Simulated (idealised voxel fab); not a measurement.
This section sets out a process module, namely voxel gate over fins.
Square cell edge 5 nm, section width 275 nm, ID cut.
A cross-section is written here as square cells arranged in a grid, and it is given in bands from the top down, each band taking up one or more rows of cells.
Within each band entry, the heights of the top and of the bottom of the band appear first, in that order and in nm; the materials of the band then follow from left to right, each with its corresponding width in nm. The designation "full width" on a single material indicates that it fills the band from edge to edge; the designation "empty" indicates empty space.
Zero point of the height axis is 0; under it, received wafer = one material. Lowest band: continues down indefinitely, "z 0 and below".
The width entry "30->40" should be interpreted row by row: the top row of cells in the band takes the first number, the bottom row takes the second number, and the change between adjacent rows is uniform throughout.
Reading "left unchanged" for a step: not a cell of the cross-section changed in it.
Empty spaces counting at least 8 cells and having no open way to the top are listed in "Voids, enclosed". The notation width x height at distance is used for each, the distance being from the left edge and all three values in nm.
Where a step's line continues beyond its settings, the continuation is a remark by the simulator itself on that step.
If you see "overlay nm" on a step's line and that step has a mask, it's telling you how far right of where it was planned the mask ended up; a negative number means it went left instead.

**Process steps foreseen in the plan**
step 1: RECEIVE: material Si
step 2: CONFORMAL_DEP: material SiN, thk nm 10
step 3: PATTERN: tone cover, mask id FINS, material resist, width nm 15, pitch nm 50, thk nm 15, overlay nm 0
step 4: DIRECTIONAL_ETCH: etch materials SiN, depth nm 10
step 5: DIRECTIONAL_ETCH: etch materials Si, depth nm 40
step 6: STRIP: etch materials resist
step 7: OXIDIZE: depth nm 5
step 8: FILL_DEP: material SiO2, thk nm 5
step 9: CMP: height nm 10
step 10: DIRECTIONAL_DEP: material aC, thk nm 10
step 11: PATTERN: tone open, mask id RAIL, material resist, width nm 15, thk nm 30, overlay nm 0
step 12: DIRECTIONAL_ETCH: etch materials aC, depth nm 10
step 13: STRIP: etch materials resist
step 14: DIRECTIONAL_ETCH: etch materials SiO2, depth nm 45
step 15: STRIP: etch materials aC
step 16: CONFORMAL_DEP: material TiN, thk nm 5
step 17: FILL_DEP: material Ru, thk nm 5
step 18: CMP: height nm 10
step 19: SELECTIVE_ETCH: etch materials W Ru TiN, depth nm 30
step 20: FILL_DEP: material SiO2, thk nm 5
step 21: CMP: height nm 10
step 22: SELECTIVE_ETCH: etch materials SiO2, depth nm 20
step 23: STRIP: etch materials SiN
step 24: CONFORMAL_DEP: material HfO2, thk nm 5
step 25: CONFORMAL_DEP: material TiN, thk nm 5
step 26: CONFORMAL_DEP: material TiAl, thk nm 5
step 27: CONFORMAL_DEP: material TiN, thk nm 5
step 28: FILL_DEP: material W, thk nm 15
step 29: CMP: height nm 30
step 30: CONFORMAL_DEP: material SiCN, thk nm 5

**Received-state cross-section, reflecting completion of step 1**
  z 0 and below | Si full width
  Voids, enclosed: none

**What the wafer looks like in cross-section after this module, when it starts as shown above and follows the plan above but one mistake is made in running it**
  z 35 to 30 | SiCN full width
  z 30 to 20 | W full width
  z 20 to 15 | W 40  TiN 45  W 5  TiN 45  W 5  TiN 45  W 5  TiN 45  W 40
  z 15 to 10 | W 40  TiN 5  TiAl 35  TiN 5  W 5  TiN 5  TiAl 35  TiN 5  W 5  TiN 5  TiAl 35  TiN 5  W 5  TiN 5  TiAl 35  TiN 5  W 40
  z 10 to 5 | TiN 45  TiAl 5  TiN 25  TiAl 5  TiN 15  TiAl 5  TiN 25  TiAl 5  TiN 15  TiAl 5  TiN 25  TiAl 5  TiN 15  TiAl 5  TiN 25  TiAl 5  TiN 45
  z 5 to 0 | TiAl 50  TiN 5  HfO2 15  TiN 5  TiAl 25  TiN 5  HfO2 15  TiN 5  TiAl 25  TiN 5  HfO2 15  TiN 5  TiAl 25  TiN 5  HfO2 15  TiN 5  TiAl 50
  z 0 to -5 | TiN 55  HfO2 5  Si 5  HfO2 5  TiN 35  HfO2 5  Si 5  HfO2 5  TiN 35  HfO2 5  Si 5  HfO2 5  TiN 35  HfO2 5  Si 5  HfO2 5  TiN 55
  z -5 to -10 | HfO2 60  Si 5  HfO2 45  Si 5  HfO2 45  Si 5  HfO2 45  Si 5  HfO2 60
  z -10 to -20 | SiO2 60  Si 5  SiO2 45  Si 5  SiO2 45  Si 5  SiO2 45  Si 5  SiO2 60
  z -20 to -30 | SiO2 60  Si 5  SiO2 15  TiN 5  Ru 10  TiN 5  SiO2 10  Si 5  SiO2 45  Si 5  SiO2 45  Si 5  SiO2 60
  z -30 to -35 | SiO2 60  Si 5  SiO2 15  TiN 20  SiO2 10  Si 5  SiO2 45  Si 5  SiO2 45  Si 5  SiO2 60
  z -35 to -45 | SiO2 60  Si 5  SiO2 45  Si 5  SiO2 45  Si 5  SiO2 45  Si 5  SiO2 60
  z -45 and below | Si full width
  Voids, enclosed: none
What went wrong in running the wafer? off-plan run, step 11, actual operation and settings PATTERN: tone open, mask id RAIL, material resist, width nm 20, thk nm 30, overlay nm 0
